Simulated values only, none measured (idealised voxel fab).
This is a process module. Its name is voxel air gaps.
FYI the section here is cut, 300 nm wide, cells are 5 nm squares.
Reading order for cross-sections: top band down to bottom band. Underlying form: a grid of square cells. Band size: one or more rows of cells. A band entry consists of two parts. The first gives the height of the band's top and the height of its bottom, in nm. The rest lists the band's materials from left to right, each with its width in nm. A single material labelled with the word "full width" fills the band from edge to edge, and the word "air" marks empty space. Heights are measured from 0, the level below which the as-received wafer is all one material; the lowest band has no bottom and continues downward, written as in "top 0, no bottom". Graded width ("30->40"): value in top row of band = first number; value in bottom row = second number; row-to-row change constant. Basically "remained unchanged" means that step didn't change any cell in the cross-section. So "Tabulated closed voids" is basically the list of trapped voids: any empty space of 8 cells or more that can't reach the top through an opening. They're written width x height at distance, the distance being from the left edge, and it's all nm. Note: text after step settings on the step line = simulator remark on that step. Among the settings permitted on a step's line is "overlay nm"; applied to a step with a mask, it specifies the extent to which the mask lay to the right of its planned position, whereas a negative figure signifies a position to the left.

### Planned process steps
1) RECEIVE with material Si
2) CONFORMAL_DEP with material SiO2, thk nm 15
3) CONFORMAL_DEP with material SiN, thk nm 5
4) DIRECTIONAL_DEP with material lowk, thk nm 35
5) PATTERN with tone open, mask id LINES, material resist, width nm 15, pitch nm 40, thk nm 15, overlay nm 0
6) DIRECTIONAL_ETCH with etch materials lowk, depth nm 35
7) STRIP with etch materials resist
8) CONFORMAL_DEP with material TiN, thk nm 5
9) FILL_DEP with material Ru, thk nm 5
10) CMP with height nm 55
11) EPI with material Ru, thk nm 10
12) SELECTIVE_ETCH with etch materials lowk, depth nm 45
13) CONFORMAL_DEP with material SiCN, thk nm 5

### Cross-section of the incoming wafer, state after step 1
    top 0, no bottom = Si full width
    Tabulated closed voids: none

### Module complete - cross-section of the first of two wafers, run according to plan
    top 70, bottom 65 = 65 nm air, 165 nm SiCN, 70 nm air
    top 65, bottom 55 = 65 nm air, 5 nm SiCN, 35 nm Ru, 5 nm SiCN, 35 nm Ru, 5 nm SiCN, 35 nm Ru, 5 nm SiCN, 35 nm Ru, 5 nm SiCN, 70 nm air
    top 55, bottom 50 = 65 nm air, 15 nm SiCN, 5 nm TiN, 5 nm Ru, 5 nm TiN, 25 nm SiCN, 5 nm TiN, 5 nm Ru, 5 nm TiN, 25 nm SiCN, 5 nm TiN, 5 nm Ru, 5 nm TiN, 25 nm SiCN, 5 nm TiN, 5 nm Ru, 5 nm TiN, 15 nm SiCN, 70 nm air
    top 50, bottom 25 = 75 nm air, 5 nm SiCN, 5 nm TiN, 5 nm Ru, 5 nm TiN, 5 nm SiCN, 15 nm air, 5 nm SiCN, 5 nm TiN, 5 nm Ru, 5 nm TiN, 5 nm SiCN, 15 nm air, 5 nm SiCN, 5 nm TiN, 5 nm Ru, 5 nm TiN, 5 nm SiCN, 15 nm air, 5 nm SiCN, 5 nm TiN, 5 nm Ru, 5 nm TiN, 5 nm SiCN, 80 nm air
    top 25, bottom 20 = 80 nm SiCN, 15 nm TiN, 25 nm SiCN, 15 nm TiN, 25 nm SiCN, 15 nm TiN, 25 nm SiCN, 15 nm TiN, 85 nm SiCN
    top 20, bottom 15 = SiN full width
    top 15, bottom 0 = SiO2 full width
    top 0, no bottom = Si full width
    Tabulated closed voids: 15 x 25 at 100; 15 x 25 at 140; 15 x 25 at 180

### Wafer two (of two), end-of-module cross-section: start = wafer one, plan = wafer one, one run mistake
    top 70, bottom 65 = SiCN full width
    top 65, bottom 55 = Ru full width
    top 55, bottom 50 = 85 nm TiN, 5 nm Ru, 35 nm TiN, 5 nm Ru, 35 nm TiN, 5 nm Ru, 35 nm TiN, 5 nm Ru, 90 nm TiN
    top 50, bottom 20 = 80 nm lowk, 5 nm TiN, 5 nm Ru, 5 nm TiN, 25 nm lowk, 5 nm TiN, 5 nm Ru, 5 nm TiN, 25 nm lowk, 5 nm TiN, 5 nm Ru, 5 nm TiN, 25 nm lowk, 5 nm TiN, 5 nm Ru, 5 nm TiN, 85 nm lowk
    top 20, bottom 15 = 80 nm lowk, 15 nm TiN, 25 nm lowk, 15 nm TiN, 25 nm lowk, 15 nm TiN, 25 nm lowk, 15 nm TiN, 85 nm lowk
    top 15, bottom 0 = SiO2 full width
    top 0, no bottom = Si full width
    Tabulated closed voids: none
Which mistake was made when the wafer was run? step 3 of the plan was omitted and not executed
Bottom line after processing is that, in cells, the second wafer is up or down on some materials versus the first: Ru: 68 more, SiCN: 92 fewer, SiN: 60 fewer, TiN: 56 more, lowk: 336 more
Ultimately, the number of closed voids is 3 in the first wafer and 0 in the second wafer.
